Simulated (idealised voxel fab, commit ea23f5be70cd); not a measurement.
Process module, titled voxel transistor to metal
Cross-section cut spans 285 nm and uses square cells 5 nm in size.
Heads up, the way a cross-section reads in here is a grid of square cells, handed over as bands from the top down, with every band being one or more rows of cells. Band entry format. Leading values: height of top, height of bottom, nm. Remainder: materials in left-to-right order, each with its width in nm. Special words: "full width" on a single material, which then fills the band edge to edge; "empty", empty space. Heights are reckoned from 0. Under this level, the received wafer is all of one material. The bottommost band is open-ended downward, for example "0 and below". The width entry "30..40" should be interpreted row by row: the top row of cells in the band takes the first number, the bottom row takes the second number, and the change between adjacent rows is uniform throughout. When a step is marked "nothing different", none of the cells in the cross-section changed during that step. In "Listed closed voids" the enclosed voids are listed, meaning empty spaces of 8 cells or larger without any opening to the top. The form is width x height at distance, distance from the left edge, units nm. If you see something after the settings on a step's line, that's the simulator's own remark about that step. When a step includes a mask, the "overlay nm" setting on its line states how far to the right of its planned place that mask lay, and negative values state how far to the left. In what follows, pairs of cross-sections are presented, each taken before and after one process step, with the after cross-section shown only down to the lowest band that was altered; the step, together with its settings, is stated below the pair. The pairs may stem from different runs of this module on the same starting wafer; accordingly, a pair should be taken as continuing from the one above it solely where its entry headed "Prior state" indicates as much.

## Prior state
* 85 down to 60  SiO2 20 nm  empty 15 nm  SiO2 125 nm  empty 15 nm  SiO2 110 nm
* 60 down to 55  SiCN full width
* 55 down to 30  SiO2 20 nm  TiN 5 nm  W 10 nm  TiN 5 nm  SiO2 65 nm  TiN 5 nm  W 10 nm  TiN 5 nm  SiO2 35 nm  TiN 5 nm  W 10 nm  TiN 5 nm  SiO2 65 nm  TiN 5 nm  W 10 nm  TiN 5 nm  SiO2 20 nm
* 30 down to 25  SiCN 20 nm  TiN 20 nm  SiCN 65 nm  TiN 20 nm  SiCN 35 nm  TiN 20 nm  SiCN 65 nm  TiN 20 nm  SiCN 20 nm
* 25 down to 10  SiO2 20 nm  TiN 5 nm  Ru 10 nm  TiN 5 nm  SiO2 65 nm  TiN 5 nm  Ru 10 nm  TiN 5 nm  SiO2 35 nm  TiN 5 nm  Ru 10 nm  TiN 5 nm  SiO2 65 nm  TiN 5 nm  Ru 10 nm  TiN 5 nm  SiO2 20 nm
* 10 down to 5  SiO2 20 nm  TiN 5 nm  Ru 5 nm  TiN 10 nm  SiO2 10 nm  SiN 10 nm  HfO2 5 nm  TiN 5 nm  W 10 nm  TiN 5 nm  HfO2 5 nm  SiN 10 nm  SiO2 5 nm  TiN 20 nm  SiO2 35 nm  TiN 5 nm  Ru 5 nm  TiN 10 nm  SiO2 10 nm  SiN 10 nm  HfO2 5 nm  TiN 5 nm  W 10 nm  TiN 5 nm  HfO2 5 nm  SiN 10 nm  SiO2 5 nm  TiN 20 nm  SiO2 20 nm
* 5 down to 0  SiO2 10 nm  SiN 10 nm  TiN 5 nm  Ru 5 nm  TiN 5 nm  SiGe 15 nm  SiN 10 nm  HfO2 5 nm  TiN 5 nm  W 10 nm  TiN 5 nm  HfO2 5 nm  SiN 10 nm  SiGe 15 nm  TiN 10 nm  SiN 10 nm  SiO2 15 nm  SiN 10 nm  TiN 5 nm  Ru 5 nm  TiN 5 nm  SiGe 15 nm  SiN 10 nm  HfO2 5 nm  TiN 5 nm  W 10 nm  TiN 5 nm  HfO2 5 nm  SiN 10 nm  SiGe 15 nm  TiN 10 nm  SiN 10 nm  SiO2 10 nm
* 0 down to -5  SiO2 10 nm  SiN 10 nm  TiN 5 nm  Ru 5 nm  TiN 5 nm  SiGe 15 nm  SiN 10 nm  HfO2 5 nm  TiN 20 nm  HfO2 5 nm  SiN 10 nm  SiGe 15 nm  TiN 10 nm  SiN 10 nm  SiO2 15 nm  SiN 10 nm  TiN 5 nm  Ru 5 nm  TiN 5 nm  SiGe 15 nm  SiN 10 nm  HfO2 5 nm  TiN 20 nm  HfO2 5 nm  SiN 10 nm  SiGe 15 nm  TiN 10 nm  SiN 10 nm  SiO2 10 nm
* -5 down to -10  SiO2 20 nm  TiN 15 nm  SiGe 15 nm  SiO2 5 nm  HfO2 40 nm  SiO2 5 nm  SiGe 15 nm  TiN 10 nm  SiO2 35 nm  TiN 15 nm  SiGe 15 nm  SiO2 5 nm  HfO2 40 nm  SiO2 5 nm  SiGe 15 nm  TiN 10 nm  SiO2 20 nm
* -10 down to -25  SiO2 20 nm  SiGe 30 nm  Si 50 nm  SiGe 25 nm  SiO2 35 nm  SiGe 30 nm  Si 50 nm  SiGe 25 nm  SiO2 20 nm
* -25 down to -40  SiO2 20 nm  Si 105 nm  SiO2 35 nm  Si 105 nm  SiO2 20 nm
* -40 and below  Si full width
* Listed closed voids: none

## Post-Step Appearance
* 95 down to 85  aC 20 nm  empty 15 nm  aC 125 nm  empty 15 nm  aC 110 nm
* 85 down to 70  SiO2 20 nm  empty 15 nm  SiO2 125 nm  empty 15 nm  SiO2 110 nm
* 70 down to 60  SiO2 20 nm  aC 15 nm  SiO2 125 nm  aC 15 nm  SiO2 110 nm
* Under 60: no change, same as before.
* Listed closed voids: none
Between the two cross-sections shown above lies DIRECTIONAL_DEP, material aC, thk nm 10

Prior state: as in the pair right above, post-step view.

## Post-Step Appearance
* 120 down to 95  resist 20 nm  empty 20 nm  resist 120 nm  empty 20 nm  resist 105 nm
* Under 95: no change, same as before.
* Listed closed voids: none
Between the two cross-sections shown above lies PATTERN, tone open, mask id METAL_2, material resist, width nm 20, pitch nm 140, thk nm 25, overlay nm 0

Prior state: as in the pair right above, post-step view.

## Post-Step Appearance
* 110 down to 95  resist 20 nm  empty 20 nm  resist 120 nm  empty 20 nm  resist 105 nm
* 95 down to 85  aC 20 nm  empty 20 nm  aC 120 nm  empty 20 nm  aC 105 nm
* 85 down to 60  SiO2 20 nm  empty 15 nm  SiO2 125 nm  empty 15 nm  SiO2 110 nm
* Under 60: no change, same as before.
* Listed closed voids: none
Between the two cross-sections shown above lies DIRECTIONAL_ETCH, etch materials aC, depth nm 10

Prior state: as in the pair right above, post-step view.

## Post-Step Appearance
* 95 down to 85  aC 20 nm  empty 20 nm  aC 120 nm  empty 20 nm  aC 105 nm
* Under 85: no change, same as before.
* Listed closed voids: none
Between the two cross-sections shown above lies STRIP, etch materials resist

Prior state: as in the pair right above, post-step view.

## Post-Step Appearance
* 95 down to 85  aC 20 nm  empty 20 nm  aC 120 nm  empty 20 nm  aC 105 nm
* 85 down to 70  SiO2 20 nm  empty 20 nm  SiO2 120 nm  empty 20 nm  SiO2 105 nm
* Under 70: no change, same as before.
* Listed closed voids: none
Between the two cross-sections shown above lies DIRECTIONAL_ETCH, etch materials SiO2, depth nm 15

Prior state: as in the pair right above, post-step view.

## Post-Step Appearance
* 95 down to 85  aC 20 nm  empty 20 nm  aC 120 nm  empty 20 nm  aC 105 nm
* 85 down to 70  SiO2 20 nm  empty 20 nm  SiO2 120 nm  empty 20 nm  SiO2 105 nm
* 70 down to 60  SiO2 20 nm  empty 15 nm  SiO2 125 nm  empty 15 nm  SiO2 110 nm
* 60 down to 55  SiCN 20 nm  empty 15 nm  SiCN 125 nm  empty 15 nm  SiCN 110 nm
* Under 55: no change, same as before.
* Listed closed voids: none
Between the two cross-sections shown above lies DIRECTIONAL_ETCH, etch materials SiCN, depth nm 5

Prior state: as in the pair right above, post-step view.

## Post-Step Appearance
* 85 down to 70  SiO2 20 nm  empty 20 nm  SiO2 120 nm  empty 20 nm  SiO2 105 nm
* Under 70: no change, same as before.
* Listed closed voids: none
Between the two cross-sections shown above lies STRIP, etch materials aC

Prior state: as in the pair right above, post-step view.

## Post-Step Appearance
* 90 down to 85  TiN 25 nm  empty 10 nm  TiN 130 nm  empty 10 nm  TiN 110 nm
* 85 down to 75  SiO2 20 nm  TiN 5 nm  empty 10 nm  TiN 5 nm  SiO2 120 nm  TiN 5 nm  empty 10 nm  TiN 5 nm  SiO2 105 nm
* 75 down to 70  SiO2 20 nm  TiN 5 nm  empty 5 nm  TiN 10 nm  SiO2 120 nm  TiN 5 nm  empty 5 nm  TiN 10 nm  SiO2 105 nm
* 70 down to 60  SiO2 20 nm  TiN 5 nm  empty 5 nm  TiN 5 nm  SiO2 125 nm  TiN 5 nm  empty 5 nm  TiN 5 nm  SiO2 110 nm
* 60 down to 55  SiCN 20 nm  TiN 15 nm  SiCN 125 nm  TiN 15 nm  SiCN 110 nm
* Under 55: no change, same as before.
* Listed closed voids: none
Between the two cross-sections shown above lies CONFORMAL_DEP, material TiN, thk nm 5

Prior state: as in the pair right above, post-step view.

## Post-Step Appearance
* 95 down to 90  Cu full width
* 90 down to 85  TiN 25 nm  Cu 10 nm  TiN 130 nm  Cu 10 nm  TiN 110 nm
* 85 down to 75  SiO2 20 nm  TiN 5 nm  Cu 10 nm  TiN 5 nm  SiO2 120 nm  TiN 5 nm  Cu 10 nm  TiN 5 nm  SiO2 105 nm
* 75 down to 70  SiO2 20 nm  TiN 5 nm  Cu 5 nm  TiN 10 nm  SiO2 120 nm  TiN 5 nm  Cu 5 nm  TiN 10 nm  SiO2 105 nm
* 70 down to 60  SiO2 20 nm  TiN 5 nm  Cu 5 nm  TiN 5 nm  SiO2 125 nm  TiN 5 nm  Cu 5 nm  TiN 5 nm  SiO2 110 nm
* Under 60: no change, same as before.
* Listed closed voids: none
Between the two cross-sections shown above lies FILL_DEP, material Cu, thk nm 5

Prior state: as in the pair right above, post-step view.

## Post-Step Appearance
* 85 down to 75  SiO2 20 nm  TiN 5 nm  Cu 10 nm  TiN 5 nm  SiO2 120 nm  TiN 5 nm  Cu 10 nm  TiN 5 nm  SiO2 105 nm
* Under 75: no change, same as before.
* Listed closed voids: none
Between the two cross-sections shown above lies CMP, height nm 85

Prior state: as in the pair right above, post-step view.

## Post-Step Appearance
* 90 down to 85  SiCN full width
* Under 85: no change, same as before.
* Listed closed voids: none
Between the two cross-sections shown above lies CONFORMAL_DEP, material SiCN, thk nm 5

## Prior state
* 65 down to 55  aC full width
* 55 down to 30  SiO2 full width
* 30 down to 25  SiCN full width
* 25 down to 10  SiO2 20 nm  TiN 5 nm  Ru 10 nm  TiN 5 nm  SiO2 65 nm  TiN 5 nm  Ru 10 nm  TiN 5 nm  SiO2 35 nm  TiN 5 nm  Ru 10 nm  TiN 5 nm  SiO2 65 nm  TiN 5 nm  Ru 10 nm  TiN 5 nm  SiO2 20 nm
* 10 down to 5  SiO2 20 nm  TiN 5 nm  Ru 5 nm  TiN 10 nm  SiO2 10 nm  SiN 10 nm  HfO2 5 nm  TiN 5 nm  W 5 nm  TiN 5 nm  HfO2 5 nm  SiN 10 nm  SiO2 10 nm  TiN 10 nm  Ru 5 nm  TiN 5 nm  SiO2 35 nm  TiN 5 nm  Ru 5 nm  TiN 10 nm  SiO2 10 nm  SiN 10 nm  HfO2 5 nm  TiN 5 nm  W 5 nm  TiN 5 nm  HfO2 5 nm  SiN 10 nm  SiO2 10 nm  TiN 10 nm  Ru 5 nm  TiN 5 nm  SiO2 20 nm
* 5 down to 0  SiO2 10 nm  SiN 10 nm  TiN 5 nm  Ru 5 nm  TiN 5 nm  SiGe 15 nm  SiN 10 nm  HfO2 5 nm  TiN 5 nm  W 5 nm  TiN 5 nm  HfO2 5 nm  SiN 10 nm  SiGe 15 nm  TiN 5 nm  Ru 5 nm  TiN 5 nm  SiN 10 nm  SiO2 15 nm  SiN 10 nm  TiN 5 nm  Ru 5 nm  TiN 5 nm  SiGe 15 nm  SiN 10 nm  HfO2 5 nm  TiN 5 nm  W 5 nm  TiN 5 nm  HfO2 5 nm  SiN 10 nm  SiGe 15 nm  TiN 5 nm  Ru 5 nm  TiN 5 nm  SiN 10 nm  SiO2 10 nm
* 0 down to -5  SiO2 10 nm  SiN 10 nm  TiN 5 nm  Ru 5 nm  TiN 5 nm  SiGe 15 nm  SiN 10 nm  HfO2 5 nm  TiN 15 nm  HfO2 5 nm  SiN 10 nm  SiGe 15 nm  TiN 5 nm  Ru 5 nm  TiN 5 nm  SiN 10 nm  SiO2 15 nm  SiN 10 nm  TiN 5 nm  Ru 5 nm  TiN 5 nm  SiGe 15 nm  SiN 10 nm  HfO2 5 nm  TiN 15 nm  HfO2 5 nm  SiN 10 nm  SiGe 15 nm  TiN 5 nm  Ru 5 nm  TiN 5 nm  SiN 10 nm  SiO2 10 nm
* -5 down to -10  SiO2 20 nm  TiN 15 nm  SiGe 15 nm  SiO2 5 nm  HfO2 35 nm  SiO2 5 nm  SiGe 15 nm  TiN 15 nm  SiO2 35 nm  TiN 15 nm  SiGe 15 nm  SiO2 5 nm  HfO2 35 nm  SiO2 5 nm  SiGe 15 nm  TiN 15 nm  SiO2 20 nm
* -10 down to -25  SiO2 20 nm  SiGe 30 nm  Si 45 nm  SiGe 30 nm  SiO2 35 nm  SiGe 30 nm  Si 45 nm  SiGe 30 nm  SiO2 20 nm
* -25 down to -40  SiO2 20 nm  Si 105 nm  SiO2 35 nm  Si 105 nm  SiO2 20 nm
* -40 and below  Si full width
* Listed closed voids: none

## Post-Step Appearance
* 95 down to 65  resist 25 nm  empty 20 nm  resist 65 nm  empty 20 nm  resist 35 nm  empty 20 nm  resist 65 nm  empty 20 nm  resist 15 nm
* Under 65: no change, same as before.
* Listed closed voids: none
Between the two cross-sections shown above lies PATTERN, tone open, mask id METAL_1, material resist, width nm 20, thk nm 30, overlay nm 5

Prior state: as in the pair right above, post-step view.

## Post-Step Appearance
* 85 down to 65  resist 25 nm  empty 20 nm  resist 65 nm  empty 20 nm  resist 35 nm  empty 20 nm  resist 65 nm  empty 20 nm  resist 15 nm
* 65 down to 55  aC 25 nm  empty 20 nm  aC 65 nm  empty 20 nm  aC 35 nm  empty 20 nm  aC 65 nm  empty 20 nm  aC 15 nm
* Under 55: no change, same as before.
* Listed closed voids: none
Between the two cross-sections shown above lies DIRECTIONAL_ETCH, etch materials aC, depth nm 10

Prior state: as in the pair right above, post-step view.

## Post-Step Appearance
* 65 down to 55  aC 25 nm  empty 20 nm  aC 65 nm  empty 20 nm  aC 35 nm  empty 20 nm  aC 65 nm  empty 20 nm  aC 15 nm
* Under 55: no change, same as before.
* Listed closed voids: none
Between the two cross-sections shown above lies STRIP, etch materials resist

Prior state: as in the pair right above, post-step view.

## Post-Step Appearance
* 65 down to 55  aC 25 nm  empty 20 nm  aC 65 nm  empty 20 nm  aC 35 nm  empty 20 nm  aC 65 nm  empty 20 nm  aC 15 nm
* 55 down to 30  SiO2 25 nm  empty 20 nm  SiO2 65 nm  empty 20 nm  SiO2 35 nm  empty 20 nm  SiO2 65 nm  empty 20 nm  SiO2 15 nm
* Under 30: no change, same as before.
* Listed closed voids: none
Between the two cross-sections shown above lies DIRECTIONAL_ETCH, etch materials SiO2, depth nm 25

Prior state: as in the pair right above, post-step view.

## Post-Step Appearance
* 65 down to 55  aC 25 nm  empty 20 nm  aC 65 nm  empty 20 nm  aC 35 nm  empty 20 nm  aC 65 nm  empty 20 nm  aC 15 nm
* 55 down to 30  SiO2 25 nm  empty 20 nm  SiO2 65 nm  empty 20 nm  SiO2 35 nm  empty 20 nm  SiO2 65 nm  empty 20 nm  SiO2 15 nm
* 30 down to 25  SiCN 25 nm  empty 20 nm  SiCN 65 nm  empty 20 nm  SiCN 35 nm  empty 20 nm  SiCN 65 nm  empty 20 nm  SiCN 15 nm
* Under 25: no change, same as before.
* Listed closed voids: none
Between the two cross-sections shown above lies DIRECTIONAL_ETCH, etch materials SiCN, depth nm 5

Prior state: as in the pair right above, post-step view.

## Post-Step Appearance
* 55 down to 30  SiO2 25 nm  empty 20 nm  SiO2 65 nm  empty 20 nm  SiO2 35 nm  empty 20 nm  SiO2 65 nm  empty 20 nm  SiO2 15 nm
* Under 30: no change, same as before.
* Listed closed voids: none
Between the two cross-sections shown above lies STRIP, etch materials aC

Prior state: as in the pair right above, post-step view.

## Post-Step Appearance
* 60 down to 55  TiN 30 nm  empty 10 nm  TiN 75 nm  empty 10 nm  TiN 45 nm  empty 10 nm  TiN 75 nm  empty 10 nm  TiN 20 nm
* 55 down to 30  SiO2 25 nm  TiN 5 nm  empty 10 nm  TiN 5 nm  SiO2 65 nm  TiN 5 nm  empty 10 nm  TiN 5 nm  SiO2 35 nm  TiN 5 nm  empty 10 nm  TiN 5 nm  SiO2 65 nm  TiN 5 nm  empty 10 nm  TiN 5 nm  SiO2 15 nm
* 30 down to 25  SiCN 25 nm  TiN 20 nm  SiCN 65 nm  TiN 20 nm  SiCN 35 nm  TiN 20 nm  SiCN 65 nm  TiN 20 nm  SiCN 15 nm
* Under 25: no change, same as before.
* Listed closed voids: none
Between the two cross-sections shown above lies CONFORMAL_DEP, material TiN, thk nm 5

Prior state: as in the pair right above, post-step view.

## Post-Step Appearance
* 65 down to 60  W full width
* 60 down to 55  TiN 30 nm  W 10 nm  TiN 75 nm  W 10 nm  TiN 45 nm  W 10 nm  TiN 75 nm  W 10 nm  TiN 20 nm
* 55 down to 30  SiO2 25 nm  TiN 5 nm  W 10 nm  TiN 5 nm  SiO2 65 nm  TiN 5 nm  W 10 nm  TiN 5 nm  SiO2 35 nm  TiN 5 nm  W 10 nm  TiN 5 nm  SiO2 65 nm  TiN 5 nm  W 10 nm  TiN 5 nm  SiO2 15 nm
* Under 30: no change, same as before.
* Listed closed voids: none
Between the two cross-sections shown above lies FILL_DEP, material W, thk nm 5

Prior state: as in the pair right above, post-step view.

## Post-Step Appearance
* 55 down to 30  SiO2 25 nm  TiN 5 nm  W 10 nm  TiN 5 nm  SiO2 65 nm  TiN 5 nm  W 10 nm  TiN 5 nm  SiO2 35 nm  TiN 5 nm  W 10 nm  TiN 5 nm  SiO2 65 nm  TiN 5 nm  W 10 nm  TiN 5 nm  SiO2 15 nm
* Under 30: no change, same as before.
* Listed closed voids: none
Between the two cross-sections shown above lies CMP, height nm 55

Prior state: as in the pair right above, post-step view.

## Post-Step Appearance
* 60 down to 55  SiCN full width
* Under 55: no change, same as before.
* Listed closed voids: none
Between the two cross-sections shown above lies CONFORMAL_DEP, material SiCN, thk nm 5

Prior state: as in the pair right above, post-step view.

## Post-Step Appearance
* 85 down to 60  SiO2 full width
* Under 60: no change, same as before.
* Listed closed voids: none
Between the two cross-sections shown above lies DIRECTIONAL_DEP, material SiO2, thk nm 25

Prior state: as in the pair right above, post-step view.

## Post-Step Appearance
* 85 down to 60  SiO2 20 nm  empty 15 nm  SiO2 125 nm  empty 15 nm  SiO2 110 nm
* Under 60: no change, same as before.
* Listed closed voids: none
Between the two cross-sections shown above lies MASKED_ETCH, tone open, mask id METAL_2_HOLES, width nm 15, pitch nm 140, etch materials SiO2, depth nm 25, overlay nm 0

Prior state: as in the pair right above, post-step view.

## Post-Step Appearance
* 95 down to 85  aC 20 nm  empty 15 nm  aC 125 nm  empty 15 nm  aC 110 nm
* 85 down to 70  SiO2 20 nm  empty 15 nm  SiO2 125 nm  empty 15 nm  SiO2 110 nm
* 70 down to 60  SiO2 20 nm  aC 15 nm  SiO2 125 nm  aC 15 nm  SiO2 110 nm
* Under 60: no change, same as before.
* Listed closed voids: none
Between the two cross-sections shown above lies DIRECTIONAL_DEP, material aC, thk nm 10

Prior state: as in the pair right above, post-step view.

## Post-Step Appearance
* 120 down to 95  resist 20 nm  empty 20 nm  resist 120 nm  empty 20 nm  resist 105 nm
* Under 95: no change, same as before.
* Listed closed voids: none
Between the two cross-sections shown above lies PATTERN, tone open, mask id METAL_2, material resist, width nm 20, pitch nm 140, thk nm 25, overlay nm 0

Prior state: as in the pair right above, post-step view.

## Post-Step Appearance
* 110 down to 95  resist 20 nm  empty 20 nm  resist 120 nm  empty 20 nm  resist 105 nm
* 95 down to 85  aC 20 nm  empty 20 nm  aC 120 nm  empty 20 nm  aC 105 nm
* 85 down to 60  SiO2 20 nm  empty 15 nm  SiO2 125 nm  empty 15 nm  SiO2 110 nm
* Under 60: no change, same as before.
* Listed closed voids: none
Between the two cross-sections shown above lies DIRECTIONAL_ETCH, etch materials aC, depth nm 10

Prior state: as in the pair right above, post-step view.

## Post-Step Appearance
* 95 down to 85  aC 20 nm  empty 20 nm  aC 120 nm  empty 20 nm  aC 105 nm
* Under 85: no change, same as before.
* Listed closed voids: none
Between the two cross-sections shown above lies STRIP, etch materials resist

Prior state: as in the pair right above, post-step view.

## Post-Step Appearance
* 95 down to 85  aC 20 nm  empty 20 nm  aC 120 nm  empty 20 nm  aC 105 nm
* 85 down to 70  SiO2 20 nm  empty 20 nm  SiO2 120 nm  empty 20 nm  SiO2 105 nm
* Under 70: no change, same as before.
* Listed closed voids: none
Between the two cross-sections shown above lies DIRECTIONAL_ETCH, etch materials SiO2, depth nm 15

Prior state: as in the pair right above, post-step view.

## Post-Step Appearance
* 95 down to 85  aC 20 nm  empty 20 nm  aC 120 nm  empty 20 nm  aC 105 nm
* 85 down to 70  SiO2 20 nm  empty 20 nm  SiO2 120 nm  empty 20 nm  SiO2 105 nm
* 70 down to 60  SiO2 20 nm  empty 15 nm  SiO2 125 nm  empty 15 nm  SiO2 110 nm
* 60 down to 55  SiCN 20 nm  empty 15 nm  SiCN 125 nm  empty 15 nm  SiCN 110 nm
* Under 55: no change, same as before.
* Listed closed voids: none
Between the two cross-sections shown above lies DIRECTIONAL_ETCH, etch materials SiCN, depth nm 5

Prior state: as in the pair right above, post-step view.

## Post-Step Appearance
* 85 down to 70  SiO2 20 nm  empty 20 nm  SiO2 120 nm  empty 20 nm  SiO2 105 nm
* Under 70: no change, same as before.
* Listed closed voids: none
Between the two cross-sections shown above lies STRIP, etch materials aC

Prior state: as in the pair right above, post-step view.

## Post-Step Appearance
* 90 down to 85  TiN 25 nm  empty 10 nm  TiN 130 nm  empty 10 nm  TiN 110 nm
* 85 down to 75  SiO2 20 nm  TiN 5 nm  empty 10 nm  TiN 5 nm  SiO2 120 nm  TiN 5 nm  empty 10 nm  TiN 5 nm  SiO2 105 nm
* 75 down to 70  SiO2 20 nm  TiN 5 nm  empty 5 nm  TiN 10 nm  SiO2 120 nm  TiN 5 nm  empty 5 nm  TiN 10 nm  SiO2 105 nm
* 70 down to 60  SiO2 20 nm  TiN 5 nm  empty 5 nm  TiN 5 nm  SiO2 125 nm  TiN 5 nm  empty 5 nm  TiN 5 nm  SiO2 110 nm
* 60 down to 55  SiCN 20 nm  TiN 15 nm  SiCN 125 nm  TiN 15 nm  SiCN 110 nm
* Under 55: no change, same as before.
* Listed closed voids: none
Between the two cross-sections shown above lies CONFORMAL_DEP, material TiN, thk nm 5

Prior state: as in the pair right above, post-step view.

## Post-Step Appearance
* 95 down to 90  Cu full width
* 90 down to 85  TiN 25 nm  Cu 10 nm  TiN 130 nm  Cu 10 nm  TiN 110 nm
* 85 down to 75  SiO2 20 nm  TiN 5 nm  Cu 10 nm  TiN 5 nm  SiO2 120 nm  TiN 5 nm  Cu 10 nm  TiN 5 nm  SiO2 105 nm
* 75 down to 70  SiO2 20 nm  TiN 5 nm  Cu 5 nm  TiN 10 nm  SiO2 120 nm  TiN 5 nm  Cu 5 nm  TiN 10 nm  SiO2 105 nm
* 70 down to 60  SiO2 20 nm  TiN 5 nm  Cu 5 nm  TiN 5 nm  SiO2 125 nm  TiN 5 nm  Cu 5 nm  TiN 5 nm  SiO2 110 nm
* Under 60: no change, same as before.
* Listed closed voids: none
Between the two cross-sections shown above lies FILL_DEP, material Cu, thk nm 5

Prior state: as in the pair right above, post-step view.

## Post-Step Appearance
* 85 down to 75  SiO2 20 nm  TiN 5 nm  Cu 10 nm  TiN 5 nm  SiO2 120 nm  TiN 5 nm  Cu 10 nm  TiN 5 nm  SiO2 105 nm
* Under 75: no change, same as before.
* Listed closed voids: none
Between the two cross-sections shown above lies CMP, height nm 85

Prior state: as in the pair right above, post-step view.

## Post-Step Appearance
* 90 down to 85  SiCN full width
* Under 85: no change, same as before.
* Listed closed voids: none
Between the two cross-sections shown above lies CONFORMAL_DEP, material SiCN, thk nm 5

## Prior state
* 60 down to 55  TiN 25 nm  empty 10 nm  TiN 75 nm  empty 10 nm  TiN 45 nm  empty 10 nm  TiN 75 nm  empty 10 nm  TiN 25 nm
* 55 down to 30  SiO2 20 nm  TiN 5 nm  empty 10 nm  TiN 5 nm  SiO2 65 nm  TiN 5 nm  empty 10 nm  TiN 5 nm  SiO2 35 nm  TiN 5 nm  empty 10 nm  TiN 5 nm  SiO2 65 nm  TiN 5 nm  empty 10 nm  TiN 5 nm  SiO2 20 nm
* 30 down to 25  SiCN 20 nm  TiN 20 nm  SiCN 65 nm  TiN 20 nm  SiCN 35 nm  TiN 20 nm  SiCN 65 nm  TiN 20 nm  SiCN 20 nm
* 25 down to 10  SiO2 20 nm  TiN 5 nm  Ru 10 nm  TiN 5 nm  SiO2 65 nm  TiN 5 nm  Ru 10 nm  TiN 5 nm  SiO2 35 nm  TiN 5 nm  Ru 10 nm  TiN 5 nm  SiO2 65 nm  TiN 5 nm  Ru 10 nm  TiN 5 nm  SiO2 20 nm
* 10 down to 5  SiO2 20 nm  TiN 5 nm  Ru 5 nm  TiN 10 nm  SiO2 10 nm  SiN 10 nm  HfO2 5 nm  TiN 5 nm  W 5 nm  TiN 5 nm  HfO2 5 nm  SiN 10 nm  SiO2 10 nm  TiN 10 nm  Ru 5 nm  TiN 5 nm  SiO2 35 nm  TiN 5 nm  Ru 5 nm  TiN 10 nm  SiO2 10 nm  SiN 10 nm  HfO2 5 nm  TiN 5 nm  W 5 nm  TiN 5 nm  HfO2 5 nm  SiN 10 nm  SiO2 10 nm  TiN 10 nm  Ru 5 nm  TiN 5 nm  SiO2 20 nm
* 5 down to 0  SiO2 10 nm  SiN 10 nm  TiN 5 nm  Ru 5 nm  TiN 5 nm  SiGe 15 nm  SiN 10 nm  HfO2 5 nm  TiN 5 nm  W 5 nm  TiN 5 nm  HfO2 5 nm  SiN 10 nm  SiGe 15 nm  TiN 5 nm  Ru 5 nm  TiN 5 nm  SiN 10 nm  SiO2 15 nm  SiN 10 nm  TiN 5 nm  Ru 5 nm  TiN 5 nm  SiGe 15 nm  SiN 10 nm  HfO2 5 nm  TiN 5 nm  W 5 nm  TiN 5 nm  HfO2 5 nm  SiN 10 nm  SiGe 15 nm  TiN 5 nm  Ru 5 nm  TiN 5 nm  SiN 10 nm  SiO2 10 nm
* 0 down to -5  SiO2 10 nm  SiN 10 nm  TiN 5 nm  Ru 5 nm  TiN 5 nm  SiGe 15 nm  SiN 10 nm  HfO2 5 nm  TiN 15 nm  HfO2 5 nm  SiN 10 nm  SiGe 15 nm  TiN 5 nm  Ru 5 nm  TiN 5 nm  SiN 10 nm  SiO2 15 nm  SiN 10 nm  TiN 5 nm  Ru 5 nm  TiN 5 nm  SiGe 15 nm  SiN 10 nm  HfO2 5 nm  TiN 15 nm  HfO2 5 nm  SiN 10 nm  SiGe 15 nm  TiN 5 nm  Ru 5 nm  TiN 5 nm  SiN 10 nm  SiO2 10 nm
* -5 down to -10  SiO2 20 nm  TiN 15 nm  SiGe 15 nm  SiO2 5 nm  HfO2 35 nm  SiO2 5 nm  SiGe 15 nm  TiN 15 nm  SiO2 35 nm  TiN 15 nm  SiGe 15 nm  SiO2 5 nm  HfO2 35 nm  SiO2 5 nm  SiGe 15 nm  TiN 15 nm  SiO2 20 nm
* -10 down to -25  SiO2 20 nm  SiGe 30 nm  Si 45 nm  SiGe 30 nm  SiO2 35 nm  SiGe 30 nm  Si 45 nm  SiGe 30 nm  SiO2 20 nm
* -25 down to -40  SiO2 20 nm  Si 105 nm  SiO2 35 nm  Si 105 nm  SiO2 20 nm
* -40 and below  Si full width
* Listed closed voids: none

## Post-Step Appearance
* 65 down to 60  SiN full width
* 60 down to 55  TiN 25 nm  SiN 10 nm  TiN 75 nm  SiN 10 nm  TiN 45 nm  SiN 10 nm  TiN 75 nm  SiN 10 nm  TiN 25 nm
* 55 down to 30  SiO2 20 nm  TiN 5 nm  SiN 10 nm  TiN 5 nm  SiO2 65 nm  TiN 5 nm  SiN 10 nm  TiN 5 nm  SiO2 35 nm  TiN 5 nm  SiN 10 nm  TiN 5 nm  SiO2 65 nm  TiN 5 nm  SiN 10 nm  TiN 5 nm  SiO2 20 nm
* Under 30: no change, same as before.
* Listed closed voids: none
Between the two cross-sections shown above lies FILL_DEP, material SiN, thk nm 5

Prior state: as in the pair right above, post-step view.

## Post-Step Appearance
* 55 down to 30  SiO2 20 nm  TiN 5 nm  SiN 10 nm  TiN 5 nm  SiO2 65 nm  TiN 5 nm  SiN 10 nm  TiN 5 nm  SiO2 35 nm  TiN 5 nm  SiN 10 nm  TiN 5 nm  SiO2 65 nm  TiN 5 nm  SiN 10 nm  TiN 5 nm  SiO2 20 nm
* Under 30: no change, same as before.
* Listed closed voids: none
Between the two cross-sections shown above lies CMP, height nm 55

Prior state: as in the pair right above, post-step view.

## Post-Step Appearance
* 60 down to 55  SiCN full width
* Under 55: no change, same as before.
* Listed closed voids: none
Between the two cross-sections shown above lies CONFORMAL_DEP, material SiCN, thk nm 5

Prior state: as in the pair right above, post-step view.

## Post-Step Appearance
* 85 down to 60  SiO2 full width
* Under 60: no change, same as before.
* Listed closed voids: none
Between the two cross-sections shown above lies DIRECTIONAL_DEP, material SiO2, thk nm 25

Prior state: as in the pair right above, post-step view.

## Post-Step Appearance
* 85 down to 60  SiO2 20 nm  empty 15 nm  SiO2 125 nm  empty 15 nm  SiO2 110 nm
* Under 60: no change, same as before.
* Listed closed voids: none
Between the two cross-sections shown above lies MASKED_ETCH, tone open, mask id METAL_2_HOLES, width nm 15, pitch nm 140, etch materials SiO2, depth nm 25, overlay nm 0

Prior state: as in the pair right above, post-step view.

## Post-Step Appearance
* 95 down to 85  aC 20 nm  empty 15 nm  aC 125 nm  empty 15 nm  aC 110 nm
* 85 down to 70  SiO2 20 nm  empty 15 nm  SiO2 125 nm  empty 15 nm  SiO2 110 nm
* 70 down to 60  SiO2 20 nm  aC 15 nm  SiO2 125 nm  aC 15 nm  SiO2 110 nm
* Under 60: no change, same as before.
* Listed closed voids: none
Between the two cross-sections shown above lies DIRECTIONAL_DEP, material aC, thk nm 10

Prior state: as in the pair right above, post-step view.

## Post-Step Appearance
* 120 down to 95  resist 20 nm  empty 20 nm  resist 120 nm  empty 20 nm  resist 105 nm
* Under 95: no change, same as before.
* Listed closed voids: none
Between the two cross-sections shown above lies PATTERN, tone open, mask id METAL_2, material resist, width nm 20, pitch nm 140, thk nm 25, overlay nm 0
